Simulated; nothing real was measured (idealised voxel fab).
The process module that follows is named voxel transistor to metal.
Cross-section cut: width 175 nm, square cells of 5 nm.
How to read a cross-section here: the picture is a grid of square cells, written as bands going from the top down, and any band can span one or more rows of cells. This entry defines a band. It first specifies the height of the band's top and the height of its bottom in nm, and then specifies the band's materials from left to right, stating each material with its width in nm. The word "everywhere" identifies a single material that fills the band from edge to edge, while the word "air" identifies empty space. Height 0 is the level under which the wafer as received is all one material. The lowest band goes on downwards, as in "top 0, no bottom". So if you see something like "30->40" for the width, read it as the top row of the band sitting at the first number and the bottom row at the second, with every row in between moving by the same amount as the last. It should be understood that the words "no change", when stated for a given step, signify that the cross-section underwent no change in any of its cells during that step. So "Enclosed void catalog" is basically the list of trapped voids: any empty space of 8 cells or more that can't reach the top through an opening. They're written width x height at distance, the distance being from the left edge, and it's all nm. What comes after the settings on a step's line is commentary from the simulator itself on that step. "overlay nm" denotes, for a step that has a mask, the displacement of the mask to the right of its planned place, with negative values corresponding to the left.

SO HERE'S THE LINEUP OF PROCESS STEPS WE PLANNED
1. op RECEIVE | material Si
2. op CONFORMAL_DEP | material SiO2 | thk nm 5
3. op CONFORMAL_DEP | material SiN | thk nm 10
4. op PATTERN | tone cover | mask id ACTIVE | material resist | width nm 115 | thk nm 15 | overlay nm 0
5. op DIRECTIONAL_ETCH | etch materials SiN | depth nm 10
6. op DIRECTIONAL_ETCH | etch materials SiO2 | depth nm 5
7. op DIRECTIONAL_ETCH | etch materials Si | depth nm 30
8. op STRIP | etch materials resist
9. op FILL_DEP | material SiO2 | thk nm 10
10. op CMP | height nm 15
11. op SELECTIVE_ETCH | etch materials SiO2 | depth nm 5
12. op STRIP | etch materials SiN
13. op SELECTIVE_ETCH | etch materials SiO2 | depth nm 5
14. op OXIDIZE | depth nm 5
15. op DIRECTIONAL_DEP | material polySi | thk nm 25
16. op DIRECTIONAL_DEP | material SiCN | thk nm 10
17. op DIRECTIONAL_DEP | material aC | thk nm 15
18. op PATTERN | tone cover | mask id GATE | material resist | width nm 25 | thk nm 30 | overlay nm 0
19. op DIRECTIONAL_ETCH | etch materials aC | depth nm 15
20. op STRIP | etch materials resist
21. op DIRECTIONAL_ETCH | etch materials SiCN | depth nm 20
22. op DIRECTIONAL_ETCH | etch materials polySi | depth nm 35
23. op STRIP | etch materials aC
24. op CONFORMAL_DEP | material SiO2 | thk nm 5
25. op DIRECTIONAL_ETCH | etch materials SiO2 | depth nm 5
26. op CONFORMAL_DEP | material SiN | thk nm 10
27. op DIRECTIONAL_ETCH | etch materials SiN | depth nm 10
28. op DIRECTIONAL_ETCH | etch materials SiO2 | depth nm 5
29. op EPI | material SiGe | thk nm 5
30. op FILL_DEP | material SiO2 | thk nm 5
31. op CMP | height nm 25
32. op STRIP | etch materials polySi
33. op SELECTIVE_ETCH | etch materials SiO2 | depth nm 5
34. op CONFORMAL_DEP | material HfO2 | thk nm 5
35. op CONFORMAL_DEP | material TiN | thk nm 5
36. op FILL_DEP | material W | thk nm 5
37. op CMP | height nm 20
38. op DIRECTIONAL_DEP | material SiO2 | thk nm 15
39. op DIRECTIONAL_DEP | material aC | thk nm 10
40. op PATTERN | tone open | mask id CONTACT | material resist | width nm 15 | pitch nm 80 | thk nm 25 | overlay nm 0
41. op DIRECTIONAL_ETCH | etch materials aC | depth nm 10
42. op STRIP | etch materials resist
43. op DIRECTIONAL_ETCH | etch materials SiO2 | depth nm 35
44. op STRIP | etch materials aC
45. op CONFORMAL_DEP | material TiN | thk nm 5
46. op FILL_DEP | material Ru | thk nm 5
47. op CMP | height nm 35
48. op CONFORMAL_DEP | material SiN | thk nm 5
49. op DIRECTIONAL_DEP | material SiO2 | thk nm 15
50. op MASKED_ETCH | tone open | mask id METAL_1 | width nm 15 | pitch nm 80 | etch materials SiO2 | depth nm 15 | overlay nm -15
51. op MASKED_ETCH | tone open | mask id METAL_1 | width nm 15 | pitch nm 80 | etch materials SiN | depth nm 5 | overlay nm 0
52. op CONFORMAL_DEP | material TiN | thk nm 5
53. op FILL_DEP | material Cu | thk nm 10
54. op CMP | height nm 55
55. op EPI | material Ru | thk nm 5
56. op FILL_DEP | material SiCN | thk nm 5
57. op DIRECTIONAL_DEP | material SiO2 | thk nm 30
58. op MASKED_ETCH | tone open | mask id METAL_2 | width nm 15 | pitch nm 80 | etch materials SiO2 | depth nm 20 | overlay nm 0
59. op PATTERN | tone open | mask id METAL_2_HOLES | material resist | width nm 15 | pitch nm 80 | thk nm 20 | overlay nm 0
60. op DIRECTIONAL_ETCH | etch materials SiO2 | depth nm 10
61. op DIRECTIONAL_ETCH | etch materials SiCN | depth nm 5
62. op STRIP | etch materials resist
63. op CONFORMAL_DEP | material TiN | thk nm 5
64. op FILL_DEP | material Cu | thk nm 10
65. op CMP | height nm 95
66. op CONFORMAL_DEP | material SiCN | thk nm 5
What sets these wafers apart? The overlay nm at step 50. They all start alike, and the plan carries the first wafer's value.

AFTER STEP 1, AS RECEIVED: FIRST OF SEVERAL WAFERS, CROSS-SECTION
top 0, no bottom = Si everywhere
Enclosed void catalog: none

GAINED (+) OR LOST (-) CELLS OF EACH MATERIAL SINCE RECEIPT, THEN CLOSED VOIDS: ONE ROW PER WAFER, AT THE END OF THE MODULE
overlay nm -15; +16 Cu; +15 HfO2; +22 Ru; -95 Si; +89 SiCN; +8 SiGe; +55 SiN; +496 SiO2; +85 TiN; +9 W; Enclosed void catalog: none
overlay nm -10; +16 Cu; +15 HfO2; +22 Ru; -95 Si; +89 SiCN; +8 SiGe; +53 SiN; +496 SiO2; +87 TiN; +9 W; Enclosed void catalog: none
overlay nm -5; +16 Cu; +15 HfO2; +22 Ru; -95 Si; +89 SiCN; +8 SiGe; +51 SiN; +496 SiO2; +89 TiN; +9 W; Enclosed void catalog: none
overlay nm 0; +18 Cu; +15 HfO2; +22 Ru; -95 Si; +89 SiCN; +8 SiGe; +49 SiN; +496 SiO2; +89 TiN; +9 W; Enclosed void catalog: none
overlay nm 5; +16 Cu; +15 HfO2; +22 Ru; -95 Si; +89 SiCN; +8 SiGe; +51 SiN; +496 SiO2; +89 TiN; +9 W; Enclosed void catalog: none
overlay nm 10; +16 Cu; +15 HfO2; +22 Ru; -95 Si; +89 SiCN; +8 SiGe; +53 SiN; +496 SiO2; +87 TiN; +9 W; Enclosed void catalog: none
overlay nm 15; +16 Cu; +15 HfO2; +22 Ru; -95 Si; +89 SiCN; +8 SiGe; +55 SiN; +496 SiO2; +85 TiN; +9 W; Enclosed void catalog: none
